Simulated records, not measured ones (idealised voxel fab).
The process module presented herein is designated voxel self aligned contacts.
Shown is cross-section cut, with a width of 170 nm and square cells of size 5 nm.
In this document a cross-section is written as a grid of square cells. It is given as a series of bands, listed from the top down, and a band is one or more rows of cells. It is stipulated that each band's entry specify, in nanometres, the height of the top of the band and then that of its bottom, followed by the materials of the band in left-to-right sequence, each together with its width in nanometres. A single material marked by the word "all across" is understood to fill the band from edge to edge; the word "air" is understood to denote empty space. Basically, 0 is our baseline, since under it the wafer straight out of the box is all one material. The bottom band has no lower end and keeps on going down, so it looks like "0 down". Width: "30..40" (first number = top row, second number = bottom row, same change from row to row of cells). When a step is marked "nothing altered", none of the cells in the cross-section changed during that step. "closed voids" contains a list of empty spaces, each no smaller than 8 cells and without an open way to the top, written in the form width x height at distance with the distance from the left edge and all three in nm. If you see something after the settings on a step's line, that's the simulator's own remark about that step. The line of a step may include "overlay nm". On a step with a mask, this value is how far to the right of its planned place the mask lay. A negative value means the mask lay to the left. Each pair of cross-sections that follows straddles one process step: the one shows the state before the step, the other the state after it, down to the lowest band that changed and no further. The step in question, and its settings, are given under the pair. Note that a pair is not necessarily a continuation of the pair above it, since pairs can come from different runs of this module on the same starting wafer; it is a continuation only where its entry headed "Status before step" says so.

# Status before step
0 down: Si all across
closed voids: none

# Cut View, Post-Step
5 to 0: SiO2 all across
Anything lower than 0 is untouched.
closed voids: none
Process step separating the two views above: CONFORMAL_DEP (material SiO2; thk nm 5)

Status before step: cross-section not repeated; it is the one shown after the step in the pair just above.

# Cut View, Post-Step
35 to 5: polySi all across
Anything lower than 5 is untouched.
closed voids: none
Process step separating the two views above: DIRECTIONAL_DEP (material polySi; thk nm 30)

Status before step: cross-section not repeated; it is the one shown after the step in the pair just above.

# Cut View, Post-Step
60 to 35: SiN all across
Anything lower than 35 is untouched.
closed voids: none
Process step separating the two views above: DIRECTIONAL_DEP (material SiN; thk nm 25)

Status before step: cross-section not repeated; it is the one shown after the step in the pair just above.

# Cut View, Post-Step
60 to 35: 35 of air  30 of SiN  40 of air  30 of SiN  35 of air
Anything lower than 35 is untouched.
closed voids: none
Process step separating the two views above: MASKED_ETCH (tone cover; mask id GATE; width nm 30; pitch nm 70; etch materials SiN; depth nm 25; overlay nm 0)

Status before step: cross-section not repeated; it is the one shown after the step in the pair just above.

# Cut View, Post-Step
60 to 35: 35 of air  30 of SiN  40 of air  30 of SiN  35 of air
35 to 5: 35 of air  30 of polySi  40 of air  30 of polySi  35 of air
Anything lower than 5 is untouched.
closed voids: none
Process step separating the two views above: MASKED_ETCH (tone cover; mask id GATE; width nm 30; pitch nm 70; etch materials polySi; depth nm 30; overlay nm 0)

Status before step: cross-section not repeated; it is the one shown after the step in the pair just above.

# Cut View, Post-Step
70 to 35: 25 of air  50 of SiN  20 of air  50 of SiN  25 of air
35 to 15: 25 of air  10 of SiN  30 of polySi  10 of SiN  20 of air  10 of SiN  30 of polySi  10 of SiN  25 of air
15 to 5: 35 of SiN  30 of polySi  40 of SiN  30 of polySi  35 of SiN
Anything lower than 5 is untouched.
closed voids: none
Process step separating the two views above: CONFORMAL_DEP (material SiN; thk nm 10)

Status before step: cross-section not repeated; it is the one shown after the step in the pair just above.

# Cut View, Post-Step
60 to 35: 25 of air  50 of SiN  20 of air  50 of SiN  25 of air
35 to 5: 25 of air  10 of SiN  30 of polySi  10 of SiN  20 of air  10 of SiN  30 of polySi  10 of SiN  25 of air
Anything lower than 5 is untouched.
closed voids: none
Process step separating the two views above: DIRECTIONAL_ETCH (etch materials SiN; depth nm 10)

Status before step: cross-section not repeated; it is the one shown after the step in the pair just above.

# Cut View, Post-Step
70 to 60: SiO2 all across
60 to 35: 25 of SiO2  50 of SiN  20 of SiO2  50 of SiN  25 of SiO2
35 to 5: 25 of SiO2  10 of SiN  30 of polySi  10 of SiN  20 of SiO2  10 of SiN  30 of polySi  10 of SiN  25 of SiO2
Anything lower than 5 is untouched.
closed voids: none
Process step separating the two views above: FILL_DEP (material SiO2; thk nm 10)

Status before step: cross-section not repeated; it is the one shown after the step in the pair just above.

# Cut View, Post-Step
65 to 60: SiO2 all across
Anything lower than 60 is untouched.
closed voids: none
Process step separating the two views above: CMP (height nm 65)

Status before step: cross-section not repeated; it is the one shown after the step in the pair just above.

# Cut View, Post-Step
80 to 65: aC all across
Anything lower than 65 is untouched.
closed voids: none
Process step separating the two views above: DIRECTIONAL_DEP (material aC; thk nm 15)

Status before step: cross-section not repeated; it is the one shown after the step in the pair just above.

# Cut View, Post-Step
115 to 80: 60 of resist  50 of air  60 of resist
Anything lower than 80 is untouched.
closed voids: none
Process step separating the two views above: PATTERN (tone open; mask id CONTACT; material resist; width nm 50; thk nm 35; overlay nm 0)

Status before step: cross-section not repeated; it is the one shown after the step in the pair just above.

# Cut View, Post-Step
100 to 80: 60 of resist  50 of air  60 of resist
80 to 65: 60 of aC  50 of air  60 of aC
Anything lower than 65 is untouched.
closed voids: none
Process step separating the two views above: DIRECTIONAL_ETCH (etch materials aC; depth nm 15)

Status before step: cross-section not repeated; it is the one shown after the step in the pair just above.

# Cut View, Post-Step
80 to 65: 60 of aC  50 of air  60 of aC
Anything lower than 65 is untouched.
closed voids: none
Process step separating the two views above: STRIP (etch materials resist)

Status before step: cross-section not repeated; it is the one shown after the step in the pair just above.

# Cut View, Post-Step
80 to 65: 60 of aC  50 of air  60 of aC
65 to 60: 60 of SiO2  50 of air  60 of SiO2
60 to 35: 25 of SiO2  50 of SiN  20 of air  50 of SiN  25 of SiO2
35 to 5: 25 of SiO2  10 of SiN  30 of polySi  10 of SiN  20 of air  10 of SiN  30 of polySi  10 of SiN  25 of SiO2
5 to 0: 75 of SiO2  20 of air  75 of SiO2
Anything lower than 0 is untouched.
closed voids: none
Process step separating the two views above: DIRECTIONAL_ETCH (etch materials SiO2; depth nm 65)

Status before step: cross-section not repeated; it is the one shown after the step in the pair just above.

# Cut View, Post-Step
65 to 60: 60 of SiO2  50 of air  60 of SiO2
Anything lower than 60 is untouched.
closed voids: none
Process step separating the two views above: STRIP (etch materials aC)

Status before step: cross-section not repeated; it is the one shown after the step in the pair just above.

# Cut View, Post-Step
70 to 65: 65 of TiN  40 of air  65 of TiN
65 to 60: 60 of SiO2  20 of TiN  10 of air  20 of TiN  60 of SiO2
60 to 35: 25 of SiO2  50 of SiN  5 of TiN  10 of air  5 of TiN  50 of SiN  25 of SiO2
35 to 5: 25 of SiO2  10 of SiN  30 of polySi  10 of SiN  5 of TiN  10 of air  5 of TiN  10 of SiN  30 of polySi  10 of SiN  25 of SiO2
5 to 0: 75 of SiO2  20 of TiN  75 of SiO2
Anything lower than 0 is untouched.
closed voids: none
Process step separating the two views above: CONFORMAL_DEP (material TiN; thk nm 5)

Status before step: cross-section not repeated; it is the one shown after the step in the pair just above.

# Cut View, Post-Step
75 to 70: W all across
70 to 65: 65 of TiN  40 of W  65 of TiN
65 to 60: 60 of SiO2  20 of TiN  10 of W  20 of TiN  60 of SiO2
60 to 35: 25 of SiO2  50 of SiN  5 of TiN  10 of W  5 of TiN  50 of SiN  25 of SiO2
35 to 5: 25 of SiO2  10 of SiN  30 of polySi  10 of SiN  5 of TiN  10 of W  5 of TiN  10 of SiN  30 of polySi  10 of SiN  25 of SiO2
Anything lower than 5 is untouched.
closed voids: none
Process step separating the two views above: FILL_DEP (material W; thk nm 5)

Status before step: cross-section not repeated; it is the one shown after the step in the pair just above.

# Cut View, Post-Step
65 to 60: 60 of SiO2  20 of TiN  10 of W  20 of TiN  60 of SiO2
Anything lower than 60 is untouched.
closed voids: none
Process step separating the two views above: CMP (height nm 65)

Status before step: cross-section not repeated; it is the one shown after the step in the pair just above.

# Cut View, Post-Step
70 to 65: SiN all across
Anything lower than 65 is untouched.
closed voids: none
Process step separating the two views above: CONFORMAL_DEP (material SiN; thk nm 5)

# Status before step
0 down: Si all across
closed voids: none

# Cut View, Post-Step
30 to 0: polySi all across
Anything lower than 0 is untouched.
closed voids: none
Process step separating the two views above: DIRECTIONAL_DEP (material polySi; thk nm 30)

Status before step: cross-section not repeated; it is the one shown after the step in the pair just above.

# Cut View, Post-Step
55 to 30: SiN all across
Anything lower than 30 is untouched.
closed voids: none
Process step separating the two views above: DIRECTIONAL_DEP (material SiN; thk nm 25)

Status before step: cross-section not repeated; it is the one shown after the step in the pair just above.

# Cut View, Post-Step
55 to 30: 35 of air  30 of SiN  40 of air  30 of SiN  35 of air
Anything lower than 30 is untouched.
closed voids: none
Process step separating the two views above: MASKED_ETCH (tone cover; mask id GATE; width nm 30; pitch nm 70; etch materials SiN; depth nm 25; overlay nm 0)

Status before step: cross-section not repeated; it is the one shown after the step in the pair just above.

# Cut View, Post-Step
55 to 30: 35 of air  30 of SiN  40 of air  30 of SiN  35 of air
30 to 0: 35 of air  30 of polySi  40 of air  30 of polySi  35 of air
Anything lower than 0 is untouched.
closed voids: none
Process step separating the two views above: MASKED_ETCH (tone cover; mask id GATE; width nm 30; pitch nm 70; etch materials polySi; depth nm 30; overlay nm 0)

Status before step: cross-section not repeated; it is the one shown after the step in the pair just above.

# Cut View, Post-Step
65 to 30: 25 of air  50 of SiN  20 of air  50 of SiN  25 of air
30 to 10: 25 of air  10 of SiN  30 of polySi  10 of SiN  20 of air  10 of SiN  30 of polySi  10 of SiN  25 of air
10 to 0: 35 of SiN  30 of polySi  40 of SiN  30 of polySi  35 of SiN
Anything lower than 0 is untouched.
closed voids: none
Process step separating the two views above: CONFORMAL_DEP (material SiN; thk nm 10)

Status before step: cross-section not repeated; it is the one shown after the step in the pair just above.

# Cut View, Post-Step
55 to 30: 25 of air  50 of SiN  20 of air  50 of SiN  25 of air
30 to 0: 25 of air  10 of SiN  30 of polySi  10 of SiN  20 of air  10 of SiN  30 of polySi  10 of SiN  25 of air
Anything lower than 0 is untouched.
closed voids: none
Process step separating the two views above: DIRECTIONAL_ETCH (etch materials SiN; depth nm 10)

Status before step: cross-section not repeated; it is the one shown after the step in the pair just above.

# Cut View, Post-Step
65 to 55: SiO2 all across
55 to 30: 25 of SiO2  50 of SiN  20 of SiO2  50 of SiN  25 of SiO2
30 to 0: 25 of SiO2  10 of SiN  30 of polySi  10 of SiN  20 of SiO2  10 of SiN  30 of polySi  10 of SiN  25 of SiO2
Anything lower than 0 is untouched.
closed voids: none
Process step separating the two views above: FILL_DEP (material SiO2; thk nm 10)

Status before step: cross-section not repeated; it is the one shown after the step in the pair just above.

# Cut View, Post-Step
80 to 65: aC all across
Anything lower than 65 is untouched.
closed voids: none
Process step separating the two views above: DIRECTIONAL_DEP (material aC; thk nm 15)

Status before step: cross-section not repeated; it is the one shown after the step in the pair just above.

# Cut View, Post-Step
115 to 80: 60 of resist  50 of air  60 of resist
Anything lower than 80 is untouched.
closed voids: none
Process step separating the two views above: PATTERN (tone open; mask id CONTACT; material resist; width nm 50; thk nm 35; overlay nm 0)

Status before step: cross-section not repeated; it is the one shown after the step in the pair just above.

# Cut View, Post-Step
100 to 80: 60 of resist  50 of air  60 of resist
80 to 65: 60 of aC  50 of air  60 of aC
Anything lower than 65 is untouched.
closed voids: none
Process step separating the two views above: DIRECTIONAL_ETCH (etch materials aC; depth nm 15)

Status before step: cross-section not repeated; it is the one shown after the step in the pair just above.

# Cut View, Post-Step
80 to 65: 60 of aC  50 of air  60 of aC
Anything lower than 65 is untouched.
closed voids: none
Process step separating the two views above: STRIP (etch materials resist)

Status before step: cross-section not repeated; it is the one shown after the step in the pair just above.

# Cut View, Post-Step
80 to 65: 60 of aC  50 of air  60 of aC
65 to 55: 60 of SiO2  50 of air  60 of SiO2
55 to 30: 25 of SiO2  50 of SiN  20 of air  50 of SiN  25 of SiO2
30 to 0: 25 of SiO2  10 of SiN  30 of polySi  10 of SiN  20 of air  10 of SiN  30 of polySi  10 of SiN  25 of SiO2
Anything lower than 0 is untouched.
closed voids: none
Process step separating the two views above: DIRECTIONAL_ETCH (etch materials SiO2; depth nm 65)

Status before step: cross-section not repeated; it is the one shown after the step in the pair just above.

# Cut View, Post-Step
65 to 55: 60 of SiO2  50 of air  60 of SiO2
Anything lower than 55 is untouched.
closed voids: none
Process step separating the two views above: STRIP (etch materials aC)

Status before step: cross-section not repeated; it is the one shown after the step in the pair just above.

# Cut View, Post-Step
70 to 65: 65 of TiN  40 of air  65 of TiN
65 to 55: 60 of SiO2  5..20 of TiN  40..10 of air  5..20 of TiN  60 of SiO2
55 to 30: 25 of SiO2  50 of SiN  5 of TiN  10 of air  5 of TiN  50 of SiN  25 of SiO2
30 to 5: 25 of SiO2  10 of SiN  30 of polySi  10 of SiN  5 of TiN  10 of air  5 of TiN  10 of SiN  30 of polySi  10 of SiN  25 of SiO2
5 to 0: 25 of SiO2  10 of SiN  30 of polySi  10 of SiN  20 of TiN  10 of SiN  30 of polySi  10 of SiN  25 of SiO2
Anything lower than 0 is untouched.
closed voids: none
Process step separating the two views above: CONFORMAL_DEP (material TiN; thk nm 5)

Status before step: cross-section not repeated; it is the one shown after the step in the pair just above.

# Cut View, Post-Step
75 to 70: W all across
70 to 65: 65 of TiN  40 of W  65 of TiN
65 to 55: 60 of SiO2  5..20 of TiN  40..10 of W  5..20 of TiN  60 of SiO2
55 to 30: 25 of SiO2  50 of SiN  5 of TiN  10 of W  5 of TiN  50 of SiN  25 of SiO2
30 to 5: 25 of SiO2  10 of SiN  30 of polySi  10 of SiN  5 of TiN  10 of W  5 of TiN  10 of SiN  30 of polySi  10 of SiN  25 of SiO2
Anything lower than 5 is untouched.
closed voids: none
Process step separating the two views above: FILL_DEP (material W; thk nm 5)

Status before step: cross-section not repeated; it is the one shown after the step in the pair just above.

# Cut View, Post-Step
65 to 55: 60 of SiO2  5..20 of TiN  40..10 of W  5..20 of TiN  60 of SiO2
Anything lower than 55 is untouched.
closed voids: none
Process step separating the two views above: CMP (height nm 65)

Status before step: cross-section not repeated; it is the one shown after the step in the pair just above.

# Cut View, Post-Step
70 to 65: SiN all across
Anything lower than 65 is untouched.
closed voids: none
Process step separating the two views above: CONFORMAL_DEP (material SiN; thk nm 5)

# Status before step
60 to 35: SiN all across
35 to 5: polySi all across
5 to 0: SiO2 all across
0 down: Si all across
closed voids: none

# Cut View, Post-Step
85 to 35: SiN all across
Anything lower than 35 is untouched.
closed voids: none
Process step separating the two views above: DIRECTIONAL_DEP (material SiN; thk nm 25)

Status before step: cross-section not repeated; it is the one shown after the step in the pair just above.

# Cut View, Post-Step
85 to 60: 35 of air  30 of SiN  40 of air  30 of SiN  35 of air
Anything lower than 60 is untouched.
closed voids: none
Process step separating the two views above: MASKED_ETCH (tone cover; mask id GATE; width nm 30; pitch nm 70; etch materials SiN; depth nm 25; overlay nm 0)

Status before step: cross-section not repeated; it is the one shown after the step in the pair just above.

# Cut View, Post-Step
95 to 70: 25 of air  50 of SiN  20 of air  50 of SiN  25 of air
70 to 35: SiN all across
Anything lower than 35 is untouched.
closed voids: none
Process step separating the two views above: CONFORMAL_DEP (material SiN; thk nm 10)

Status before step: cross-section not repeated; it is the one shown after the step in the pair just above.

# Cut View, Post-Step
85 to 60: 25 of air  50 of SiN  20 of air  50 of SiN  25 of air
Anything lower than 60 is untouched.
closed voids: none
Process step separating the two views above: DIRECTIONAL_ETCH (etch materials SiN; depth nm 10)

Status before step: cross-section not repeated; it is the one shown after the step in the pair just above.

# Cut View, Post-Step
95 to 85: SiO2 all across
85 to 60: 25 of SiO2  50 of SiN  20 of SiO2  50 of SiN  25 of SiO2
Anything lower than 60 is untouched.
closed voids: none
Process step separating the two views above: FILL_DEP (material SiO2; thk nm 10)

Status before step: cross-section not repeated; it is the one shown after the step in the pair just above.

# Cut View, Post-Step
65 to 60: 25 of SiO2  50 of SiN  20 of SiO2  50 of SiN  25 of SiO2
Anything lower than 60 is untouched.
closed voids: none
Process step separating the two views above: CMP (height nm 65)

Status before step: cross-section not repeated; it is the one shown after the step in the pair just above.

# Cut View, Post-Step
80 to 65: aC all across
Anything lower than 65 is untouched.
closed voids: none
Process step separating the two views above: DIRECTIONAL_DEP (material aC; thk nm 15)

Status before step: cross-section not repeated; it is the one shown after the step in the pair just above.

# Cut View, Post-Step
115 to 80: 60 of resist  50 of air  60 of resist
Anything lower than 80 is untouched.
closed voids: none
Process step separating the two views above: PATTERN (tone open; mask id CONTACT; material resist; width nm 50; thk nm 35; overlay nm 0)

Status before step: cross-section not repeated; it is the one shown after the step in the pair just above.

# Cut View, Post-Step
100 to 80: 60 of resist  50 of air  60 of resist
80 to 65: 60 of aC  50 of air  60 of aC
Anything lower than 65 is untouched.
closed voids: none
Process step separating the two views above: DIRECTIONAL_ETCH (etch materials aC; depth nm 15)

Status before step: cross-section not repeated; it is the one shown after the step in the pair just above.

# Cut View, Post-Step
80 to 65: 60 of aC  50 of air  60 of aC
Anything lower than 65 is untouched.
closed voids: none
Process step separating the two views above: STRIP (etch materials resist)

Status before step: cross-section not repeated; it is the one shown after the step in the pair just above.

# Cut View, Post-Step
80 to 65: 60 of aC  50 of air  60 of aC
65 to 60: 25 of SiO2  50 of SiN  20 of air  50 of SiN  25 of SiO2
Anything lower than 60 is untouched.
closed voids: none
Process step separating the two views above: DIRECTIONAL_ETCH (etch materials SiO2; depth nm 65)

Status before step: cross-section not repeated; it is the one shown after the step in the pair just above.

# Cut View, Post-Step
65 to 60: 25 of SiO2  50 of SiN  20 of air  50 of SiN  25 of SiO2
Anything lower than 60 is untouched.
closed voids: none
Process step separating the two views above: STRIP (etch materials aC)

Status before step: cross-section not repeated; it is the one shown after the step in the pair just above.

# Cut View, Post-Step
70 to 65: 80 of TiN  10 of air  80 of TiN
65 to 60: 25 of SiO2  50 of SiN  20 of TiN  50 of SiN  25 of SiO2
Anything lower than 60 is untouched.
closed voids: none
Process step separating the two views above: CONFORMAL_DEP (material TiN; thk nm 5)

Status before step: cross-section not repeated; it is the one shown after the step in the pair just above.

# Cut View, Post-Step
75 to 70: W all across
70 to 65: 80 of TiN  10 of W  80 of TiN
Anything lower than 65 is untouched.
closed voids: none
Process step separating the two views above: FILL_DEP (material W; thk nm 5)

Status before step: cross-section not repeated; it is the one shown after the step in the pair just above.

# Cut View, Post-Step
65 to 60: 25 of SiO2  50 of SiN  20 of TiN  50 of SiN  25 of SiO2
Anything lower than 60 is untouched.
closed voids: none
Process step separating the two views above: CMP (height nm 65)

Status before step: cross-section not repeated; it is the one shown after the step in the pair just above.

# Cut View, Post-Step
70 to 65: SiN all across
Anything lower than 65 is untouched.
closed voids: none
Process step separating the two views above: CONFORMAL_DEP (material SiN; thk nm 5)

# Status before step
5 to 0: SiO2 all across
0 down: Si all across
closed voids: none

# Cut View, Post-Step
30 to 5: SiN all across
Anything lower than 5 is untouched.
closed voids: none
Process step separating the two views above: DIRECTIONAL_DEP (material SiN; thk nm 25)

Status before step: cross-section not repeated; it is the one shown after the step in the pair just above.

# Cut View, Post-Step
60 to 30: polySi all across
Anything lower than 30 is untouched.
closed voids: none
Process step separating the two views above: DIRECTIONAL_DEP (material polySi; thk nm 30)

Status before step: cross-section not repeated; it is the one shown after the step in the pair just above.

# Cut View, Post-Step
60 to 30: 35 of air  30 of polySi  40 of air  30 of polySi  35 of air
Anything lower than 30 is untouched.
closed voids: none
Process step separating the two views above: MASKED_ETCH (tone cover; mask id GATE; width nm 30; pitch nm 70; etch materials polySi; depth nm 30; overlay nm 0)

Status before step: cross-section not repeated; it is the one shown after the step in the pair just above.

# Cut View, Post-Step
70 to 60: 25 of air  50 of SiN  20 of air  50 of SiN  25 of air
60 to 40: 25 of air  10 of SiN  30 of polySi  10 of SiN  20 of air  10 of SiN  30 of polySi  10 of SiN  25 of air
40 to 30: 35 of SiN  30 of polySi  40 of SiN  30 of polySi  35 of SiN
Anything lower than 30 is untouched.
closed voids: none
Process step separating the two views above: CONFORMAL_DEP (material SiN; thk nm 10)

Status before step: cross-section not repeated; it is the one shown after the step in the pair just above.

# Cut View, Post-Step
60 to 30: 25 of air  10 of SiN  30 of polySi  10 of SiN  20 of air  10 of SiN  30 of polySi  10 of SiN  25 of air
Anything lower than 30 is untouched.
closed voids: none
Process step separating the two views above: DIRECTIONAL_ETCH (etch materials SiN; depth nm 10)

Status before step: cross-section not repeated; it is the one shown after the step in the pair just above.

# Cut View, Post-Step
70 to 60: SiO2 all across
60 to 30: 25 of SiO2  10 of SiN  30 of polySi  10 of SiN  20 of SiO2  10 of SiN  30 of polySi  10 of SiN  25 of SiO2
Anything lower than 30 is untouched.
closed voids: none
Process step separating the two views above: FILL_DEP (material SiO2; thk nm 10)

Status before step: cross-section not repeated; it is the one shown after the step in the pair just above.

# Cut View, Post-Step
65 to 60: SiO2 all across
Anything lower than 60 is untouched.
closed voids: none
Process step separating the two views above: CMP (height nm 65)

Status before step: cross-section not repeated; it is the one shown after the step in the pair just above.

# Cut View, Post-Step
80 to 65: aC all across
Anything lower than 65 is untouched.
closed voids: none
Process step separating the two views above: DIRECTIONAL_DEP (material aC; thk nm 15)

Status before step: cross-section not repeated; it is the one shown after the step in the pair just above.

# Cut View, Post-Step
115 to 80: 60 of resist  50 of air  60 of resist
Anything lower than 80 is untouched.
closed voids: none
Process step separating the two views above: PATTERN (tone open; mask id CONTACT; material resist; width nm 50; thk nm 35; overlay nm 0)

Status before step: cross-section not repeated; it is the one shown after the step in the pair just above.

# Cut View, Post-Step
100 to 80: 60 of resist  50 of air  60 of resist
80 to 65: 60 of aC  50 of air  60 of aC
Anything lower than 65 is untouched.
closed voids: none
Process step separating the two views above: DIRECTIONAL_ETCH (etch materials aC; depth nm 15)

Status before step: cross-section not repeated; it is the one shown after the step in the pair just above.

# Cut View, Post-Step
80 to 65: 60 of aC  50 of air  60 of aC
Anything lower than 65 is untouched.
closed voids: none
Process step separating the two views above: STRIP (etch materials resist)

Status before step: cross-section not repeated; it is the one shown after the step in the pair just above.

# Cut View, Post-Step
80 to 65: 60 of aC  50 of air  60 of aC
65 to 60: 60 of SiO2  50 of air  60 of SiO2
60 to 30: 25 of SiO2  10 of SiN  30 of polySi  10 of SiN  20 of air  10 of SiN  30 of polySi  10 of SiN  25 of SiO2
Anything lower than 30 is untouched.
closed voids: none
Process step separating the two views above: DIRECTIONAL_ETCH (etch materials SiO2; depth nm 65)

Status before step: cross-section not repeated; it is the one shown after the step in the pair just above.

# Cut View, Post-Step
65 to 60: 60 of SiO2  50 of air  60 of SiO2
Anything lower than 60 is untouched.
closed voids: none
Process step separating the two views above: STRIP (etch materials aC)

Status before step: cross-section not repeated; it is the one shown after the step in the pair just above.

# Cut View, Post-Step
70 to 65: 65 of TiN  40 of air  65 of TiN
65 to 60: 60 of SiO2  20 of TiN  10 of air  20 of TiN  60 of SiO2
60 to 35: 25 of SiO2  10 of SiN  30 of polySi  10 of SiN  5 of TiN  10 of air  5 of TiN  10 of SiN  30 of polySi  10 of SiN  25 of SiO2
35 to 30: 25 of SiO2  10 of SiN  30 of polySi  10 of SiN  20 of TiN  10 of SiN  30 of polySi  10 of SiN  25 of SiO2
Anything lower than 30 is untouched.
closed voids: none
Process step separating the two views above: CONFORMAL_DEP (material TiN; thk nm 5)

Status before step: cross-section not repeated; it is the one shown after the step in the pair just above.

# Cut View, Post-Step
75 to 70: W all across
70 to 65: 65 of TiN  40 of W  65 of TiN
65 to 60: 60 of SiO2  20 of TiN  10 of W  20 of TiN  60 of SiO2
60 to 35: 25 of SiO2  10 of SiN  30 of polySi  10 of SiN  5 of TiN  10 of W  5 of TiN  10 of SiN  30 of polySi  10 of SiN  25 of SiO2
Anything lower than 35 is untouched.
closed voids: none
Process step separating the two views above: FILL_DEP (material W; thk nm 5)

Status before step: cross-section not repeated; it is the one shown after the step in the pair just above.

# Cut View, Post-Step
65 to 60: 60 of SiO2  20 of TiN  10 of W  20 of TiN  60 of SiO2
Anything lower than 60 is untouched.
closed voids: none
Process step separating the two views above: CMP (height nm 65)

Status before step: cross-section not repeated; it is the one shown after the step in the pair just above.

# Cut View, Post-Step
70 to 65: SiN all across
Anything lower than 65 is untouched.
closed voids: none
Process step separating the two views above: CONFORMAL_DEP (material SiN; thk nm 5)

# Status before step
5 to 0: SiO2 all across
0 down: Si all across
closed voids: none

# Cut View, Post-Step
40 to 5: polySi all across
Anything lower than 5 is untouched.
closed voids: none
Process step separating the two views above: DIRECTIONAL_DEP (material polySi; thk nm 35)

Status before step: cross-section not repeated; it is the one shown after the step in the pair just above.

# Cut View, Post-Step
65 to 40: SiN all across
Anything lower than 40 is untouched.
closed voids: none
Process step separating the two views above: DIRECTIONAL_DEP (material SiN; thk nm 25)

Status before step: cross-section not repeated; it is the one shown after the step in the pair just above.

# Cut View, Post-Step
65 to 40: 35 of air  30 of SiN  40 of air  30 of SiN  35 of air
Anything lower than 40 is untouched.
closed voids: none
Process step separating the two views above: MASKED_ETCH (tone cover; mask id GATE; width nm 30; pitch nm 70; etch materials SiN; depth nm 25; overlay nm 0)

Status before step: cross-section not repeated; it is the one shown after the step in the pair just above.

# Cut View, Post-Step
65 to 40: 35 of air  30 of SiN  40 of air  30 of SiN  35 of air
40 to 10: 35 of air  30 of polySi  40 of air  30 of polySi  35 of air
Anything lower than 10 is untouched.
closed voids: none
Process step separating the two views above: MASKED_ETCH (tone cover; mask id GATE; width nm 30; pitch nm 70; etch materials polySi; depth nm 30; overlay nm 0)

Status before step: cross-section not repeated; it is the one shown after the step in the pair just above.

# Cut View, Post-Step
75 to 40: 25 of air  50 of SiN  20 of air  50 of SiN  25 of air
40 to 20: 25 of air  10 of SiN  30 of polySi  10 of SiN  20 of air  10 of SiN  30 of polySi  10 of SiN  25 of air
20 to 10: 35 of SiN  30 of polySi  40 of SiN  30 of polySi  35 of SiN
Anything lower than 10 is untouched.
closed voids: none
Process step separating the two views above: CONFORMAL_DEP (material SiN; thk nm 10)

Status before step: cross-section not repeated; it is the one shown after the step in the pair just above.

# Cut View, Post-Step
65 to 40: 25 of air  50 of SiN  20 of air  50 of SiN  25 of air
40 to 10: 25 of air  10 of SiN  30 of polySi  10 of SiN  20 of air  10 of SiN  30 of polySi  10 of SiN  25 of air
Anything lower than 10 is untouched.
closed voids: none
Process step separating the two views above: DIRECTIONAL_ETCH (etch materials SiN; depth nm 10)

Status before step: cross-section not repeated; it is the one shown after the step in the pair just above.

# Cut View, Post-Step
75 to 65: SiO2 all across
65 to 40: 25 of SiO2  50 of SiN  20 of SiO2  50 of SiN  25 of SiO2
40 to 10: 25 of SiO2  10 of SiN  30 of polySi  10 of SiN  20 of SiO2  10 of SiN  30 of polySi  10 of SiN  25 of SiO2
Anything lower than 10 is untouched.
closed voids: none
Process step separating the two views above: FILL_DEP (material SiO2; thk nm 10)

Status before step: cross-section not repeated; it is the one shown after the step in the pair just above.

# Cut View, Post-Step
65 to 40: 25 of SiO2  50 of SiN  20 of SiO2  50 of SiN  25 of SiO2
Anything lower than 40 is untouched.
closed voids: none
Process step separating the two views above: CMP (height nm 65)

Status before step: cross-section not repeated; it is the one shown after the step in the pair just above.

# Cut View, Post-Step
80 to 65: aC all across
Anything lower than 65 is untouched.
closed voids: none
Process step separating the two views above: DIRECTIONAL_DEP (material aC; thk nm 15)

Status before step: cross-section not repeated; it is the one shown after the step in the pair just above.

# Cut View, Post-Step
115 to 80: 60 of resist  50 of air  60 of resist
Anything lower than 80 is untouched.
closed voids: none
Process step separating the two views above: PATTERN (tone open; mask id CONTACT; material resist; width nm 50; thk nm 35; overlay nm 0)

Status before step: cross-section not repeated; it is the one shown after the step in the pair just above.

# Cut View, Post-Step
100 to 80: 60 of resist  50 of air  60 of resist
80 to 65: 60 of aC  50 of air  60 of aC
Anything lower than 65 is untouched.
closed voids: none
Process step separating the two views above: DIRECTIONAL_ETCH (etch materials aC; depth nm 15)

Status before step: cross-section not repeated; it is the one shown after the step in the pair just above.

# Cut View, Post-Step
80 to 65: 60 of aC  50 of air  60 of aC
Anything lower than 65 is untouched.
closed voids: none
Process step separating the two views above: STRIP (etch materials resist)

Status before step: cross-section not repeated; it is the one shown after the step in the pair just above.

# Cut View, Post-Step
80 to 65: 60 of aC  50 of air  60 of aC
65 to 40: 25 of SiO2  50 of SiN  20 of air  50 of SiN  25 of SiO2
40 to 10: 25 of SiO2  10 of SiN  30 of polySi  10 of SiN  20 of air  10 of SiN  30 of polySi  10 of SiN  25 of SiO2
Anything lower than 10 is untouched.
closed voids: none
Process step separating the two views above: DIRECTIONAL_ETCH (etch materials SiO2; depth nm 65)

Status before step: cross-section not repeated; it is the one shown after the step in the pair just above.

# Cut View, Post-Step
65 to 40: 25 of SiO2  50 of SiN  20 of air  50 of SiN  25 of SiO2
Anything lower than 40 is untouched.
closed voids: none
Process step separating the two views above: STRIP (etch materials aC)

Status before step: cross-section not repeated; it is the one shown after the step in the pair just above.

# Cut View, Post-Step
70 to 65: 80 of TiN  10 of air  80 of TiN
65 to 40: 25 of SiO2  50 of SiN  5 of TiN  10 of air  5 of TiN  50 of SiN  25 of SiO2
40 to 15: 25 of SiO2  10 of SiN  30 of polySi  10 of SiN  5 of TiN  10 of air  5 of TiN  10 of SiN  30 of polySi  10 of SiN  25 of SiO2
15 to 10: 25 of SiO2  10 of SiN  30 of polySi  10 of SiN  20 of TiN  10 of SiN  30 of polySi  10 of SiN  25 of SiO2
Anything lower than 10 is untouched.
closed voids: none
Process step separating the two views above: CONFORMAL_DEP (material TiN; thk nm 5)

Status before step: cross-section not repeated; it is the one shown after the step in the pair just above.

# Cut View, Post-Step
75 to 70: W all across
70 to 65: 80 of TiN  10 of W  80 of TiN
65 to 40: 25 of SiO2  50 of SiN  5 of TiN  10 of W  5 of TiN  50 of SiN  25 of SiO2
40 to 15: 25 of SiO2  10 of SiN  30 of polySi  10 of SiN  5 of TiN  10 of W  5 of TiN  10 of SiN  30 of polySi  10 of SiN  25 of SiO2
Anything lower than 15 is untouched.
closed voids: none
Process step separating the two views above: FILL_DEP (material W; thk nm 5)

Status before step: cross-section not repeated; it is the one shown after the step in the pair just above.

# Cut View, Post-Step
65 to 40: 25 of SiO2  50 of SiN  5 of TiN  10 of W  5 of TiN  50 of SiN  25 of SiO2
Anything lower than 40 is untouched.
closed voids: none
Process step separating the two views above: CMP (height nm 65)
